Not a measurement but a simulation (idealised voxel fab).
Process module, titled voxel wiring stack
The figure presents cross-section cut, which has a width of 250 nm and is divided into square cells with an edge length of 5 nm.
Throughout this document, each cross-section is represented as a grid of square cells and is presented as a sequence of bands enumerated from the top downward, where a band comprises one or more rows of cells.
Look at the band entry: it leads with the top's height and the bottom's height in nm. Then it lists the materials left to right, with a width in nm for each. The word "all across" on a single material says that material fills the band edge to edge. The word "blank" is empty space.
Heights are measured from 0, the level below which the as-received wafer is all one material; the lowest band has no bottom and continues downward, written as in "z 0 and below".
Width: "30..40" (first number = top row, second number = bottom row, same change from row to row of cells).
Where the words "nothing changed" appear for a step, the cross-section shows no cell changed by that step; every cell remained as before.
Listed in "Enclosed void catalog": every empty space of 8 or more cells without an open way to the top. Form: width x height at distance, the distance being from the left edge, all in nm.
Where a step's line continues beyond its settings, the continuation is a remark by the simulator itself on that step.
overlay nm: where the mask lay relative to plan, measured to the right, on steps with a mask; negatives go left.
-- The following list gives the planned process steps
1) RECEIVE, material Si
2) CONFORMAL_DEP, material SiO2, thk nm 15
3) CONFORMAL_DEP, material SiN, thk nm 5
4) DIRECTIONAL_DEP, material lowk, thk nm 25
5) DIRECTIONAL_DEP, material aC, thk nm 10
6) PATTERN, tone open, mask id METAL_1, material resist, width nm 25, pitch nm 45, thk nm 25, overlay nm 0
7) DIRECTIONAL_ETCH, etch materials aC, depth nm 10
8) STRIP, etch materials resist
9) DIRECTIONAL_ETCH, etch materials lowk, depth nm 25
10) DIRECTIONAL_ETCH, etch materials SiN, depth nm 5
11) STRIP, etch materials aC
12) CONFORMAL_DEP, material TiN, thk nm 5
13) FILL_DEP, material W, thk nm 10
14) CMP, height nm 45
15) CONFORMAL_DEP, material SiCN, thk nm 5
16) DIRECTIONAL_DEP, material lowk, thk nm 20
17) MASKED_ETCH, tone open, mask id PLUG_1, width nm 15, pitch nm 90, etch materials lowk, depth nm 20, overlay nm 0
18) MASKED_ETCH, tone open, mask id PLUG_1, width nm 15, pitch nm 90, etch materials SiCN, depth nm 5, overlay nm 0
19) EPI, material Ru, thk nm 10
20) EPI, material Ru, thk nm 10
21) EPI, material Ru, thk nm 5
22) CONFORMAL_DEP, material SiN, thk nm 5
23) DIRECTIONAL_DEP, material lowk, thk nm 25
24) MASKED_ETCH, tone open, mask id METAL_2, width nm 25, pitch nm 45, etch materials lowk, depth nm 25, overlay nm 0
25) MASKED_ETCH, tone open, mask id METAL_2, width nm 25, pitch nm 45, etch materials SiN, depth nm 5, overlay nm 0
26) CONFORMAL_DEP, material TiN, thk nm 5
27) FILL_DEP, material Ru, thk nm 10
28) CMP, height nm 100
29) CONFORMAL_DEP, material SiCN, thk nm 5
30) DIRECTIONAL_DEP, material lowk, thk nm 10
31) PATTERN, tone open, mask id PLUG_2, material resist, width nm 15, pitch nm 45, thk nm 20, overlay nm 0
32) DIRECTIONAL_ETCH, etch materials lowk, depth nm 10
33) DIRECTIONAL_ETCH, etch materials SiCN, depth nm 5
34) STRIP, etch materials resist
35) CONFORMAL_DEP, material TiN, thk nm 5
36) FILL_DEP, material W, thk nm 10
37) CMP, height nm 115
38) DIRECTIONAL_DEP, material TiN, thk nm 5
39) DIRECTIONAL_DEP, material W, thk nm 15
40) DIRECTIONAL_DEP, material aC, thk nm 10
41) PATTERN, tone cover, mask id METAL_3, material resist, width nm 25, pitch nm 45, thk nm 30, overlay nm 0
42) DIRECTIONAL_ETCH, etch materials aC, depth nm 10
43) STRIP, etch materials resist
44) DIRECTIONAL_ETCH, etch materials W, depth nm 15
45) DIRECTIONAL_ETCH, etch materials TiN, depth nm 5
46) STRIP, etch materials aC
47) FILL_DEP, material lowk, thk nm 10
48) CMP, height nm 135
49) CONFORMAL_DEP, material SiN, thk nm 5
-- Cross-section of the wafer at receipt, which is the condition after step 1
    z 0 and below  Si all across
    Enclosed void catalog: none
-- Post-module cross-section of the first of two wafers (run per plan)
    z 140 to 135  SiN all across
    z 135 to 120  45 lowk / 25 W / 20 lowk / 25 W / 20 lowk / 25 W / 20 lowk / 25 W / 45 lowk
    z 120 to 115  45 lowk / 25 TiN / 20 lowk / 25 TiN / 20 lowk / 25 TiN / 20 lowk / 25 TiN / 45 lowk
    z 115 to 105  45 lowk / 5 TiN / 5 W / 5 TiN / 30 lowk / 5 TiN / 5 W / 5 TiN / 30 lowk / 5 TiN / 5 W / 5 TiN / 30 lowk / 5 TiN / 5 W / 5 TiN / 55 lowk
    z 105 to 100  45 SiCN / 15 TiN / 30 SiCN / 15 TiN / 30 SiCN / 15 TiN / 30 SiCN / 15 TiN / 55 SiCN
    z 100 to 75  45 lowk / 5 TiN / 15 Ru / 5 TiN / 20 lowk / 5 TiN / 15 Ru / 5 TiN / 20 lowk / 5 TiN / 15 Ru / 5 TiN / 20 lowk / 5 TiN / 15 Ru / 5 TiN / 45 lowk
    z 75 to 70  45 SiN / 25 TiN / 20 SiN / 25 TiN / 20 SiN / 25 TiN / 20 SiN / 25 TiN / 45 SiN
    z 70 to 50  45 lowk / 15 Ru / 75 lowk / 15 Ru / 100 lowk
    z 50 to 45  45 SiCN / 15 Ru / 75 SiCN / 15 Ru / 100 SiCN
    z 45 to 20  45 lowk / 5 TiN / 15 W / 5 TiN / 20 lowk / 5 TiN / 15 W / 5 TiN / 20 lowk / 5 TiN / 15 W / 5 TiN / 20 lowk / 5 TiN / 15 W / 5 TiN / 45 lowk
    z 20 to 15  45 SiN / 25 TiN / 20 SiN / 25 TiN / 20 SiN / 25 TiN / 20 SiN / 25 TiN / 45 SiN
    z 15 to 0  SiO2 all across
    z 0 and below  Si all across
    Enclosed void catalog: none
-- The second wafer, shown in cross-section after the module: started the same way as the first and given the same plan, yet one mistake crept into how it was run
    z 140 to 135  SiN all across
    z 135 to 120  45 lowk / 25 W / 20 lowk / 25 W / 20 lowk / 25 W / 20 lowk / 25 W / 45 lowk
    z 120 to 115  45 lowk / 25 TiN / 20 lowk / 25 TiN / 20 lowk / 25 TiN / 20 lowk / 25 TiN / 45 lowk
    z 115 to 105  45 lowk / 5 TiN / 5 W / 5 TiN / 30 lowk / 5 TiN / 5 W / 5 TiN / 30 lowk / 5 TiN / 5 W / 5 TiN / 30 lowk / 5 TiN / 5 W / 5 TiN / 55 lowk
    z 105 to 100  45 SiCN / 15 TiN / 30 SiCN / 15 TiN / 30 SiCN / 15 TiN / 30 SiCN / 15 TiN / 55 SiCN
    z 100 to 80  35 lowk / 5 TiN / 15 Ru / 5 TiN / 20 lowk / 5 TiN / 15 Ru / 5 TiN / 20 lowk / 5 TiN / 15 Ru / 5 TiN / 20 lowk / 5 TiN / 15 Ru / 5 TiN / 55 lowk
    z 80 to 75  35 lowk / 15 TiN / 5 Ru / 5 TiN / 20 lowk / 15 TiN / 5 Ru / 5 TiN / 20 lowk / 15 TiN / 5 Ru / 5 TiN / 20 lowk / 15 TiN / 5 Ru / 5 TiN / 55 lowk
    z 75 to 70  45 SiN / 15 TiN / 30 SiN / 15 TiN / 30 SiN / 15 TiN / 30 SiN / 15 TiN / 55 SiN
    z 70 to 50  45 lowk / 15 Ru / 75 lowk / 15 Ru / 100 lowk
    z 50 to 45  45 SiCN / 15 Ru / 75 SiCN / 15 Ru / 100 SiCN
    z 45 to 20  45 lowk / 5 TiN / 15 W / 5 TiN / 20 lowk / 5 TiN / 15 W / 5 TiN / 20 lowk / 5 TiN / 15 W / 5 TiN / 20 lowk / 5 TiN / 15 W / 5 TiN / 45 lowk
    z 20 to 15  45 SiN / 25 TiN / 20 SiN / 25 TiN / 20 SiN / 25 TiN / 20 SiN / 25 TiN / 45 SiN
    z 15 to 0  SiO2 all across
    z 0 and below  Si all across
    Enclosed void catalog: none
Misprocessing identified: step 24 off recipe, ran as MASKED_ETCH, tone open, mask id METAL_2, width nm 25, pitch nm 45, etch materials lowk, depth nm 25, overlay nm -10
End of process, cell counts, second wafer against first, materials with more or fewer: Ru: 8 fewer; SiN: 8 more
